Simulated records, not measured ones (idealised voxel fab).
Name of the process module below: voxel self aligned vias
Cross-sectional view cut (width: 295 nm; square cell size: 5 nm).
Think of the cross-section as a grid of square cells. We describe it in bands, top to bottom, and each band covers one or more rows of those cells.
The band entry comprises the height of the band's top followed by the height of its bottom, expressed in nm, and subsequently the band's materials from left to right, each stated together with its width in nm. Where a single material is marked with the word "full width", that material fills the band from edge to edge. The word "empty" represents empty space.
Height is counted from the level 0, under which the received wafer is composed throughout of one material. The lowest of the bands is not closed at the bottom but continues downward, in the notation "0 nm and below".
The two numbers in a width such as "30->40" mark its ends across the band: the first belongs to the top row of cells, the second to the bottom row, and from each row to the next the width moves by the same amount.
"remains unaltered" after a step means that no cell of the cross-section changed.
The entry titled "Enclosed void entries" provides the empty spaces that have no open way to the top, restricted to those of 8 cells or more. Each is presented as width x height at distance, the distance being measured from the left edge, with all three in nm.
Post-settings text on a step line: simulator's own remark regarding the step.
overlay nm: mask offset rightward from planned place, masked step; negative means leftward offset.
[So here's the lineup of process steps we planned]
1,RECEIVE with material Si
2,CONFORMAL_DEP with material SiO2, thk nm 15
3,CONFORMAL_DEP with material SiCN, thk nm 5
4,DIRECTIONAL_DEP with material SiO2, thk nm 20
5,PATTERN with tone open, mask id LINES, material resist, width nm 30, pitch nm 65, thk nm 20, overlay nm 0
6,DIRECTIONAL_ETCH with etch materials SiO2, depth nm 20
7,STRIP with etch materials resist
8,CONFORMAL_DEP with material TiN, thk nm 5
9,FILL_DEP with material Ru, thk nm 10
10,CMP with height nm 40
11,SELECTIVE_ETCH with etch materials W Ru TiN, depth nm 10
12,FILL_DEP with material SiN, thk nm 10
13,CMP with height nm 40
14,DIRECTIONAL_DEP with material SiO2, thk nm 15
15,MASKED_ETCH with tone open, mask id VIAS, width nm 50, etch materials SiO2, depth nm 15, overlay nm 0
16,MASKED_ETCH with tone open, mask id VIAS, width nm 50, etch materials SiN, depth nm 10, overlay nm 0
17,CONFORMAL_DEP with material TiN, thk nm 5
18,FILL_DEP with material Ru, thk nm 5
19,CMP with height nm 55
20,CONFORMAL_DEP with material SiCN, thk nm 5
[Wafer at receipt (post step 1), cross-section]
  0 nm and below  Si full width
  Enclosed void entries: none
[Module complete, cross-section. Starting point and plan per above. One mistake made in running the module]
  60 nm to 55 nm  SiCN full width
  55 nm to 45 nm  90 nm SiO2 / 5 nm TiN / 40 nm SiN / 5 nm TiN / 155 nm SiO2
  45 nm to 40 nm  90 nm SiO2 / 15 nm TiN / 20 nm SiN / 15 nm TiN / 155 nm SiO2
  40 nm to 35 nm  100 nm SiO2 / 5 nm TiN / 20 nm SiN / 5 nm TiN / 35 nm SiO2 / 30 nm SiN / 100 nm SiO2
  35 nm to 30 nm  100 nm SiO2 / 30 nm TiN / 35 nm SiO2 / 30 nm SiN / 100 nm SiO2
  30 nm to 25 nm  100 nm SiO2 / 5 nm TiN / 20 nm Ru / 5 nm TiN / 35 nm SiO2 / 5 nm TiN / 20 nm Ru / 5 nm TiN / 100 nm SiO2
  25 nm to 20 nm  100 nm SiO2 / 30 nm TiN / 35 nm SiO2 / 30 nm TiN / 100 nm SiO2
  20 nm to 15 nm  SiCN full width
  15 nm to 0 nm  SiO2 full width
  0 nm and below  Si full width
  Enclosed void entries: none
What was done differently from what was planned? step 18 ran with different settings than intended, the actual operation and settings being FILL_DEP with material SiN, thk nm 5
